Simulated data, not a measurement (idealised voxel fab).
The following process module bears the name voxel air gaps.
Cross-sectional view cut (width: 240 nm; square cell size: 5 nm).
If you're reading a cross-section in this doc, picture square cells in a grid; it comes to you as bands, top ones listed first down to the bottom, and a band can be one or more rows of cells.
Per band: top height and bottom height in nm, followed by the left-to-right materials and their widths in nm; "full width" marks a single material spanning edge to edge, "empty" marks empty space.
The reference from which all heights are counted is 0, the level beneath which the as-received wafer is entirely one material; the lowest band, having no lower bound, proceeds downward and is written after the example "z 0 and below".
You'd read "30..40" like this: the band's top row of cells is as wide as the first number, its bottom row is as wide as the second, and going down, every row changes width by the same amount as the row before did.
"remained unchanged" means the step left every cell of the cross-section as it was.
Each empty space that has no open way to the top and spans at least 8 cells appears under "Fully closed voids" as width x height at distance, the distance counted from the left edge, all in nm.
That trailing text on a step's line, after the settings, is the simulator's own remark on the step.
For masked steps, "overlay nm" on the step line gives how far right of plan the mask actually lay; a minus sign means it lay to the left.

The planned process steps are enumerated hereunder:
step 1: RECEIVE: material Si
step 2: CONFORMAL_DEP: material SiO2, thk nm 15
step 3: CONFORMAL_DEP: material SiN, thk nm 5
step 4: DIRECTIONAL_DEP: material SiO2, thk nm 35
step 5: DIRECTIONAL_DEP: material aC, thk nm 15
step 6: PATTERN: tone open, mask id LINES, material resist, width nm 20, pitch nm 45, thk nm 35, overlay nm 0
step 7: DIRECTIONAL_ETCH: etch materials aC, depth nm 15
step 8: STRIP: etch materials resist
step 9: DIRECTIONAL_ETCH: etch materials SiO2, depth nm 35
step 10: STRIP: etch materials aC
step 11: CONFORMAL_DEP: material TiN, thk nm 5
step 12: FILL_DEP: material Cu, thk nm 5
step 13: CMP: height nm 55
step 14: EPI: material Ru, thk nm 10
step 15: SELECTIVE_ETCH: etch materials SiO2, depth nm 45
step 16: CONFORMAL_DEP: material SiCN, thk nm 5

Step 1 complete: cross-section of the wafer as received:
    z 0 and below: Si full width
    Fully closed voids: none

One mistake in running the module, otherwise start and plan as above: cross-section at the end:
    z 60 to 55: empty=25  SiCN=185  empty=30
    z 55 to 45: empty=25  SiCN=5  Ru=40  SiCN=5  Ru=40  SiCN=5  Ru=40  SiCN=5  Ru=40  SiCN=5  empty=30
    z 45 to 40: empty=25  SiCN=15  TiN=5  Cu=10  TiN=5  SiCN=25  TiN=5  Cu=10  TiN=5  SiCN=25  TiN=5  Cu=10  TiN=5  SiCN=25  TiN=5  Cu=10  TiN=5  SiCN=15  empty=30
    z 40 to 25: empty=35  SiCN=5  TiN=5  Cu=10  TiN=5  SiCN=5  empty=15  SiCN=5  TiN=5  Cu=10  TiN=5  SiCN=5  empty=15  SiCN=5  TiN=5  Cu=10  TiN=5  SiCN=5  empty=15  SiCN=5  TiN=5  Cu=10  TiN=5  SiCN=5  empty=40
    z 25 to 20: SiCN=40  TiN=20  SiCN=25  TiN=20  SiCN=25  TiN=20  SiCN=25  TiN=20  SiCN=45
    z 20 to 15: SiN full width
    z 15 to 0: SiO2 full width
    z 0 and below: Si full width
    Fully closed voids: 15 x 15 at 65; 15 x 15 at 110; 15 x 15 at 155
Where did the run depart from the plan? step 13 went in with a setting other than planned; the actual run was CMP: height nm 45
